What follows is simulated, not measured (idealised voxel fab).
process module | voxel fin reveal
cross-section cut | 295 nm wide | cells 5 nm
A cross-section is a grid of square cells, given in bands from the top down. A band is one or more rows of cells.
Each band's line starts with the height of the band's top and of its bottom, in nm. Then come its materials from left to right, each with its width in nm. One material with "throughout" fills the band from edge to edge. "air" is empty space.
Height 0 is the level under which the wafer as received is all one material. The lowest band goes on downwards, as in "0 down".
A width such as "30 to 40" changes by the same amount from each row of cells to the next, from the band's top row to its bottom row.
"no change" after a step means that no cell of the cross-section changed.
closed voids: empty space of 8 cells or more with no open way to the top, each as width x height at its distance from the left edge, in nm
after a step's settings: what the simulator itself notes on the step
overlay nm, on a step with a mask: how far to the right of its planned place the mask lay; to the left if negative
plan
1 op RECEIVE | material Si
2 op CONFORMAL_DEP | material SiN | thk nm 5
3 op MASKED_ETCH | tone cover | mask id FINS | width nm 15 | pitch nm 45 | etch materials SiN | depth nm 5 | overlay nm 0
4 op MASKED_ETCH | tone cover | mask id FINS | width nm 15 | pitch nm 45 | etch materials Si | depth nm 30 | overlay nm 0
5 op OXIDIZE | depth nm 5
6 op FILL_DEP | material SiO2 | thk nm 5
7 op CMP | height nm 5
8 op SELECTIVE_ETCH | etch materials SiO2 | depth nm 15
9 op STRIP | etch materials SiN
varied across the wafers: depth nm of step 8. The plan shows the first wafer's value. All wafers start alike
first wafer as received, after step 1
  0 down: Si throughout
  closed voids: none
each wafer at the end: cells of each material gained (+) or lost (-) since it was received, then its closed voids
depth nm 15 | -392 Si | +280 SiO2 | closed voids: none
depth nm 20 | -392 Si | +224 SiO2 | closed voids: none
depth nm 25 | -392 Si | +168 SiO2 | closed voids: none
depth nm 30 | -392 Si | +112 SiO2 | closed voids: none
depth nm 35 | -392 Si | +56 SiO2 | closed voids: none
depth nm 40 | -392 Si | closed voids: none
